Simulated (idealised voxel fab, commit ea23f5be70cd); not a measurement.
The following process module bears the name voxel trench capacitor.
cross-section cut | 290 nm wide | cells 5 nm
In what follows, cross-sections appear as grids of square cells, described through bands that run from the top down, where every band is one or more rows of cells.
In this notation a band is specified by the heights of its top and bottom, in that order and in nm, after which its materials appear from left to right, each paired with its width in nm. The word "everywhere" attached to a single material means that material fills the band from edge to edge; the word "empty" stands for empty space.
The reference from which all heights are counted is 0, the level beneath which the as-received wafer is entirely one material; the lowest band, having no lower bound, proceeds downward and is written after the example "0 -> down".
The width entry "30->40" should be interpreted row by row: the top row of cells in the band takes the first number, the bottom row takes the second number, and the change between adjacent rows is uniform throughout.
"left unchanged" after a step means that no cell of the cross-section changed.
If an empty space has no open way to the top and is at least 8 cells in size, "Trapped cavities" lists it, written width x height at distance, where distance is measured from the left edge and every value is in nm.
Read whatever lies past the settings on a step's line as the simulator's own remark about the step.
Each step line may optionally specify "overlay nm", which for a step with a mask gives the rightward distance between the mask's planned place and where it lay, a negative value indicating the leftward direction.

Steps in the process plan:
1) RECEIVE, material Si
2) CONFORMAL_DEP, material SiN, thk nm 10
3) DIRECTIONAL_DEP, material aC, thk nm 15
4) PATTERN, tone open, mask id TRENCH, material resist, width nm 25, pitch nm 50, thk nm 30, overlay nm 0
5) DIRECTIONAL_ETCH, etch materials aC, depth nm 15
6) STRIP, etch materials resist
7) DIRECTIONAL_ETCH, etch materials SiN, depth nm 10
8) DIRECTIONAL_ETCH, etch materials Si, depth nm 40
9) STRIP, etch materials aC
10) CONFORMAL_DEP, material HfO2, thk nm 5
11) CONFORMAL_DEP, material TiN, thk nm 5
12) FILL_DEP, material W, thk nm 5
13) CMP, height nm 10

The first of two wafers, run as planned:

Wafer cross-section on receipt, i.e. after step 1:
- 0 -> down = Si everywhere
- Trapped cavities: none

After step 2, in cross-section:
- 10 -> 0 = SiN everywhere
- For the remainder of the cross-section, below 0, there is no change.

After step 3, in cross-section:
- 25 -> 10 = aC everywhere
- For the remainder of the cross-section, below 10, there is no change.

After step 4, in cross-section:
- 55 -> 25 = resist=55 | empty=25 | resist=25 | empty=25 | resist=25 | empty=25 | resist=25 | empty=25 | resist=60
- For the remainder of the cross-section, below 25, there is no change.

After step 5, in cross-section:
- 40 -> 25 = resist=55 | empty=25 | resist=25 | empty=25 | resist=25 | empty=25 | resist=25 | empty=25 | resist=60
- 25 -> 10 = aC=55 | empty=25 | aC=25 | empty=25 | aC=25 | empty=25 | aC=25 | empty=25 | aC=60
- For the remainder of the cross-section, below 10, there is no change.

After step 6, in cross-section:
- 25 -> 10 = aC=55 | empty=25 | aC=25 | empty=25 | aC=25 | empty=25 | aC=25 | empty=25 | aC=60
- For the remainder of the cross-section, below 10, there is no change.

After step 7, in cross-section:
- 25 -> 10 = aC=55 | empty=25 | aC=25 | empty=25 | aC=25 | empty=25 | aC=25 | empty=25 | aC=60
- 10 -> 0 = SiN=55 | empty=25 | SiN=25 | empty=25 | SiN=25 | empty=25 | SiN=25 | empty=25 | SiN=60
- For the remainder of the cross-section, below 0, there is no change.

After step 8, in cross-section:
- 25 -> 10 = aC=55 | empty=25 | aC=25 | empty=25 | aC=25 | empty=25 | aC=25 | empty=25 | aC=60
- 10 -> 0 = SiN=55 | empty=25 | SiN=25 | empty=25 | SiN=25 | empty=25 | SiN=25 | empty=25 | SiN=60
- 0 -> -40 = Si=55 | empty=25 | Si=25 | empty=25 | Si=25 | empty=25 | Si=25 | empty=25 | Si=60
- For the remainder of the cross-section, below -40, there is no change.

After step 9, in cross-section:
- 10 -> 0 = SiN=55 | empty=25 | SiN=25 | empty=25 | SiN=25 | empty=25 | SiN=25 | empty=25 | SiN=60
- For the remainder of the cross-section, below 0, there is no change.

After step 10, in cross-section:
- 15 -> 10 = HfO2=60 | empty=15 | HfO2=35 | empty=15 | HfO2=35 | empty=15 | HfO2=35 | empty=15 | HfO2=65
- 10 -> 0 = SiN=55 | HfO2=5 | empty=15 | HfO2=5 | SiN=25 | HfO2=5 | empty=15 | HfO2=5 | SiN=25 | HfO2=5 | empty=15 | HfO2=5 | SiN=25 | HfO2=5 | empty=15 | HfO2=5 | SiN=60
- 0 -> -35 = Si=55 | HfO2=5 | empty=15 | HfO2=5 | Si=25 | HfO2=5 | empty=15 | HfO2=5 | Si=25 | HfO2=5 | empty=15 | HfO2=5 | Si=25 | HfO2=5 | empty=15 | HfO2=5 | Si=60
- -35 -> -40 = Si=55 | HfO2=25 | Si=25 | HfO2=25 | Si=25 | HfO2=25 | Si=25 | HfO2=25 | Si=60
- For the remainder of the cross-section, below -40, there is no change.

After step 11, in cross-section:
- 20 -> 15 = TiN=65 | empty=5 | TiN=45 | empty=5 | TiN=45 | empty=5 | TiN=45 | empty=5 | TiN=70
- 15 -> 10 = HfO2=60 | TiN=5 | empty=5 | TiN=5 | HfO2=35 | TiN=5 | empty=5 | TiN=5 | HfO2=35 | TiN=5 | empty=5 | TiN=5 | HfO2=35 | TiN=5 | empty=5 | TiN=5 | HfO2=65
- 10 -> 0 = SiN=55 | HfO2=5 | TiN=5 | empty=5 | TiN=5 | HfO2=5 | SiN=25 | HfO2=5 | TiN=5 | empty=5 | TiN=5 | HfO2=5 | SiN=25 | HfO2=5 | TiN=5 | empty=5 | TiN=5 | HfO2=5 | SiN=25 | HfO2=5 | TiN=5 | empty=5 | TiN=5 | HfO2=5 | SiN=60
- 0 -> -30 = Si=55 | HfO2=5 | TiN=5 | empty=5 | TiN=5 | HfO2=5 | Si=25 | HfO2=5 | TiN=5 | empty=5 | TiN=5 | HfO2=5 | Si=25 | HfO2=5 | TiN=5 | empty=5 | TiN=5 | HfO2=5 | Si=25 | HfO2=5 | TiN=5 | empty=5 | TiN=5 | HfO2=5 | Si=60
- -30 -> -35 = Si=55 | HfO2=5 | TiN=15 | HfO2=5 | Si=25 | HfO2=5 | TiN=15 | HfO2=5 | Si=25 | HfO2=5 | TiN=15 | HfO2=5 | Si=25 | HfO2=5 | TiN=15 | HfO2=5 | Si=60
- For the remainder of the cross-section, below -35, there is no change.

After step 12, in cross-section:
- 25 -> 20 = W everywhere
- 20 -> 15 = TiN=65 | W=5 | TiN=45 | W=5 | TiN=45 | W=5 | TiN=45 | W=5 | TiN=70
- 15 -> 10 = HfO2=60 | TiN=5 | W=5 | TiN=5 | HfO2=35 | TiN=5 | W=5 | TiN=5 | HfO2=35 | TiN=5 | W=5 | TiN=5 | HfO2=35 | TiN=5 | W=5 | TiN=5 | HfO2=65
- 10 -> 0 = SiN=55 | HfO2=5 | TiN=5 | W=5 | TiN=5 | HfO2=5 | SiN=25 | HfO2=5 | TiN=5 | W=5 | TiN=5 | HfO2=5 | SiN=25 | HfO2=5 | TiN=5 | W=5 | TiN=5 | HfO2=5 | SiN=25 | HfO2=5 | TiN=5 | W=5 | TiN=5 | HfO2=5 | SiN=60
- 0 -> -30 = Si=55 | HfO2=5 | TiN=5 | W=5 | TiN=5 | HfO2=5 | Si=25 | HfO2=5 | TiN=5 | W=5 | TiN=5 | HfO2=5 | Si=25 | HfO2=5 | TiN=5 | W=5 | TiN=5 | HfO2=5 | Si=25 | HfO2=5 | TiN=5 | W=5 | TiN=5 | HfO2=5 | Si=60
- For the remainder of the cross-section, below -30, there is no change.

After step 13, in cross-section:
- 10 -> 0 = SiN=55 | HfO2=5 | TiN=5 | W=5 | TiN=5 | HfO2=5 | SiN=25 | HfO2=5 | TiN=5 | W=5 | TiN=5 | HfO2=5 | SiN=25 | HfO2=5 | TiN=5 | W=5 | TiN=5 | HfO2=5 | SiN=25 | HfO2=5 | TiN=5 | W=5 | TiN=5 | HfO2=5 | SiN=60
- For the remainder of the cross-section, below 0, there is no change.

Wafer two: like wafer one in start and plan, but with one mistake in execution; identical up to and including step 3:

At the planned end of step 4, the second wafer in cross-section:
- 55 -> 25 = resist=65 | empty=25 | resist=25 | empty=25 | resist=25 | empty=25 | resist=25 | empty=25 | resist=50
- For the remainder of the cross-section, below 25, there is no change.

At the planned end of step 5, the second wafer in cross-section:
- 40 -> 25 = resist=65 | empty=25 | resist=25 | empty=25 | resist=25 | empty=25 | resist=25 | empty=25 | resist=50
- 25 -> 10 = aC=65 | empty=25 | aC=25 | empty=25 | aC=25 | empty=25 | aC=25 | empty=25 | aC=50
- For the remainder of the cross-section, below 10, there is no change.

At the planned end of step 6, the second wafer in cross-section:
- 25 -> 10 = aC=65 | empty=25 | aC=25 | empty=25 | aC=25 | empty=25 | aC=25 | empty=25 | aC=50
- For the remainder of the cross-section, below 10, there is no change.

At the planned end of step 7, the second wafer in cross-section:
- 25 -> 10 = aC=65 | empty=25 | aC=25 | empty=25 | aC=25 | empty=25 | aC=25 | empty=25 | aC=50
- 10 -> 0 = SiN=65 | empty=25 | SiN=25 | empty=25 | SiN=25 | empty=25 | SiN=25 | empty=25 | SiN=50
- For the remainder of the cross-section, below 0, there is no change.

At the planned end of step 8, the second wafer in cross-section:
- 25 -> 10 = aC=65 | empty=25 | aC=25 | empty=25 | aC=25 | empty=25 | aC=25 | empty=25 | aC=50
- 10 -> 0 = SiN=65 | empty=25 | SiN=25 | empty=25 | SiN=25 | empty=25 | SiN=25 | empty=25 | SiN=50
- 0 -> -40 = Si=65 | empty=25 | Si=25 | empty=25 | Si=25 | empty=25 | Si=25 | empty=25 | Si=50
- For the remainder of the cross-section, below -40, there is no change.

At the planned end of step 9, the second wafer in cross-section:
- 10 -> 0 = SiN=65 | empty=25 | SiN=25 | empty=25 | SiN=25 | empty=25 | SiN=25 | empty=25 | SiN=50
- For the remainder of the cross-section, below 0, there is no change.

At the planned end of step 10, the second wafer in cross-section:
- 15 -> 10 = HfO2=70 | empty=15 | HfO2=35 | empty=15 | HfO2=35 | empty=15 | HfO2=35 | empty=15 | HfO2=55
- 10 -> 0 = SiN=65 | HfO2=5 | empty=15 | HfO2=5 | SiN=25 | HfO2=5 | empty=15 | HfO2=5 | SiN=25 | HfO2=5 | empty=15 | HfO2=5 | SiN=25 | HfO2=5 | empty=15 | HfO2=5 | SiN=50
- 0 -> -35 = Si=65 | HfO2=5 | empty=15 | HfO2=5 | Si=25 | HfO2=5 | empty=15 | HfO2=5 | Si=25 | HfO2=5 | empty=15 | HfO2=5 | Si=25 | HfO2=5 | empty=15 | HfO2=5 | Si=50
- -35 -> -40 = Si=65 | HfO2=25 | Si=25 | HfO2=25 | Si=25 | HfO2=25 | Si=25 | HfO2=25 | Si=50
- For the remainder of the cross-section, below -40, there is no change.

At the planned end of step 11, the second wafer in cross-section:
- 20 -> 15 = TiN=75 | empty=5 | TiN=45 | empty=5 | TiN=45 | empty=5 | TiN=45 | empty=5 | TiN=60
- 15 -> 10 = HfO2=70 | TiN=5 | empty=5 | TiN=5 | HfO2=35 | TiN=5 | empty=5 | TiN=5 | HfO2=35 | TiN=5 | empty=5 | TiN=5 | HfO2=35 | TiN=5 | empty=5 | TiN=5 | HfO2=55
- 10 -> 0 = SiN=65 | HfO2=5 | TiN=5 | empty=5 | TiN=5 | HfO2=5 | SiN=25 | HfO2=5 | TiN=5 | empty=5 | TiN=5 | HfO2=5 | SiN=25 | HfO2=5 | TiN=5 | empty=5 | TiN=5 | HfO2=5 | SiN=25 | HfO2=5 | TiN=5 | empty=5 | TiN=5 | HfO2=5 | SiN=50
- 0 -> -30 = Si=65 | HfO2=5 | TiN=5 | empty=5 | TiN=5 | HfO2=5 | Si=25 | HfO2=5 | TiN=5 | empty=5 | TiN=5 | HfO2=5 | Si=25 | HfO2=5 | TiN=5 | empty=5 | TiN=5 | HfO2=5 | Si=25 | HfO2=5 | TiN=5 | empty=5 | TiN=5 | HfO2=5 | Si=50
- -30 -> -35 = Si=65 | HfO2=5 | TiN=15 | HfO2=5 | Si=25 | HfO2=5 | TiN=15 | HfO2=5 | Si=25 | HfO2=5 | TiN=15 | HfO2=5 | Si=25 | HfO2=5 | TiN=15 | HfO2=5 | Si=50
- For the remainder of the cross-section, below -35, there is no change.

At the planned end of step 12, the second wafer in cross-section:
- 25 -> 20 = W everywhere
- 20 -> 15 = TiN=75 | W=5 | TiN=45 | W=5 | TiN=45 | W=5 | TiN=45 | W=5 | TiN=60
- 15 -> 10 = HfO2=70 | TiN=5 | W=5 | TiN=5 | HfO2=35 | TiN=5 | W=5 | TiN=5 | HfO2=35 | TiN=5 | W=5 | TiN=5 | HfO2=35 | TiN=5 | W=5 | TiN=5 | HfO2=55
- 10 -> 0 = SiN=65 | HfO2=5 | TiN=5 | W=5 | TiN=5 | HfO2=5 | SiN=25 | HfO2=5 | TiN=5 | W=5 | TiN=5 | HfO2=5 | SiN=25 | HfO2=5 | TiN=5 | W=5 | TiN=5 | HfO2=5 | SiN=25 | HfO2=5 | TiN=5 | W=5 | TiN=5 | HfO2=5 | SiN=50
- 0 -> -30 = Si=65 | HfO2=5 | TiN=5 | W=5 | TiN=5 | HfO2=5 | Si=25 | HfO2=5 | TiN=5 | W=5 | TiN=5 | HfO2=5 | Si=25 | HfO2=5 | TiN=5 | W=5 | TiN=5 | HfO2=5 | Si=25 | HfO2=5 | TiN=5 | W=5 | TiN=5 | HfO2=5 | Si=50
- For the remainder of the cross-section, below -30, there is no change.

At the planned end of step 13, the second wafer in cross-section:
- 10 -> 0 = SiN=65 | HfO2=5 | TiN=5 | W=5 | TiN=5 | HfO2=5 | SiN=25 | HfO2=5 | TiN=5 | W=5 | TiN=5 | HfO2=5 | SiN=25 | HfO2=5 | TiN=5 | W=5 | TiN=5 | HfO2=5 | SiN=25 | HfO2=5 | TiN=5 | W=5 | TiN=5 | HfO2=5 | SiN=50
- For the remainder of the cross-section, below 0, there is no change.
Where did the run depart from the plan? off-plan run, step 4, actual operation and settings PATTERN, tone open, mask id TRENCH, material resist, width nm 25, pitch nm 50, thk nm 30, overlay nm 10
At the end, each material covers as many cells on the second wafer as it does on the first, though the cells it covers are elsewhere.
